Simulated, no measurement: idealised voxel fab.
A process module follows: voxel self aligned vias.
cross-section cut | 205 nm wide | cells 5 nm
Each cross-section below is a grid of square cells, stated as bands in top-down order, with one or more rows of cells making up each band.
Each band's line starts with the height of the band's top and of its bottom, in nm. Then come its materials from left to right, each with its width in nm. One material with "throughout" fills the band from edge to edge. "air" is empty space.
Zero point of the height axis is 0; under it, received wafer = one material. Lowest band: continues down indefinitely, "0 and below".
The expression "30 to 40" gives the width at the extremes of the band, the first number at its top row of cells and the second at its bottom row, with the width changing by equal amounts from each row to the next in between.
No cell of the cross-section changed in a step that is given as "no alteration".
"Voids, fully enclosed": sealed empty spaces, 8 cells or more, no open way to top, listed width x height at distance, with distance from the left edge and width, height and distance in nm.
Step line, after settings: the simulator's comment on this step.
You can add "overlay nm" to a step's line. For a step with a mask, it describes how far the mask lay to the right of its planned position, and a negative number describes a lay to the left.

## This section lists the process steps that were planned
1: RECEIVE | material Si
2: CONFORMAL_DEP | material SiO2 | thk nm 10
3: CONFORMAL_DEP | material SiCN | thk nm 5
4: DIRECTIONAL_DEP | material lowk | thk nm 30
5: MASKED_ETCH | tone open | mask id LINES | width nm 20 | pitch nm 65 | etch materials lowk | depth nm 30 | overlay nm 0
6: CONFORMAL_DEP | material TiN | thk nm 5
7: FILL_DEP | material W | thk nm 5
8: CMP | height nm 45
9: SELECTIVE_ETCH | etch materials W Ru TiN | depth nm 5
10: FILL_DEP | material SiN | thk nm 5
11: CMP | height nm 45
12: DIRECTIONAL_DEP | material lowk | thk nm 15
13: PATTERN | tone open | mask id VIAS | material resist | width nm 40 | pitch nm 65 | thk nm 20 | overlay nm 0
14: DIRECTIONAL_ETCH | etch materials lowk | depth nm 15
15: DIRECTIONAL_ETCH | etch materials SiN | depth nm 5
16: STRIP | etch materials resist
17: CONFORMAL_DEP | material TiN | thk nm 5
18: FILL_DEP | material Cu | thk nm 10
19: CMP | height nm 60
20: CONFORMAL_DEP | material SiCN | thk nm 5

## So this is the incoming wafer in cross-section - it's already been through step 1
- 0 and below  Si throughout
- Voids, fully enclosed: none

## First wafer of two, sectioned at end of module; run went per plan
- 65 down to 60  SiCN throughout
- 60 down to 50  lowk 15 / TiN 5 / Cu 30 / TiN 5 / lowk 25 / TiN 5 / Cu 30 / TiN 5 / lowk 25 / TiN 5 / Cu 30 / TiN 5 / lowk 20
- 50 down to 45  lowk 15 / TiN 15 / Cu 10 / TiN 15 / lowk 25 / TiN 15 / Cu 10 / TiN 15 / lowk 25 / TiN 15 / Cu 10 / TiN 15 / lowk 20
- 45 down to 40  lowk 25 / TiN 20 / lowk 45 / TiN 20 / lowk 45 / TiN 20 / lowk 30
- 40 down to 20  lowk 25 / TiN 5 / W 10 / TiN 5 / lowk 45 / TiN 5 / W 10 / TiN 5 / lowk 45 / TiN 5 / W 10 / TiN 5 / lowk 30
- 20 down to 15  lowk 25 / TiN 20 / lowk 45 / TiN 20 / lowk 45 / TiN 20 / lowk 30
- 15 down to 10  SiCN throughout
- 10 down to 0  SiO2 throughout
- 0 and below  Si throughout
- Voids, fully enclosed: none

## Cross-sectional view of the second of two wafers upon completion of the module. This wafer shared its starting condition and process plan with the first; one error was made during its execution
- 65 down to 60  SiCN throughout
- 60 down to 50  lowk 15 / TiN 5 / Cu 30 / TiN 5 / lowk 25 / TiN 5 / Cu 30 / TiN 5 / lowk 25 / TiN 5 / Cu 30 / TiN 5 / lowk 20
- 50 down to 45  lowk 15 / TiN 40 / lowk 25 / TiN 40 / lowk 25 / TiN 40 / lowk 20
- 45 down to 40  lowk 25 / Ru 20 / lowk 45 / Ru 20 / lowk 45 / Ru 20 / lowk 30
- 40 down to 20  lowk 25 / TiN 5 / W 10 / TiN 5 / lowk 45 / TiN 5 / W 10 / TiN 5 / lowk 45 / TiN 5 / W 10 / TiN 5 / lowk 30
- 20 down to 15  lowk 25 / TiN 20 / lowk 45 / TiN 20 / lowk 45 / TiN 20 / lowk 30
- 15 down to 10  SiCN throughout
- 10 down to 0  SiO2 throughout
- 0 and below  Si throughout
- Voids, fully enclosed: none
So what did we get wrong on this run? step 10 did not use the planned setting and instead ran as FILL_DEP | material Ru | thk nm 5
Per the end-of-run cell counts, the second wafer holds more or fewer of some materials than the first: Cu: 6 fewer, Ru: 12 more, TiN: 6 fewer
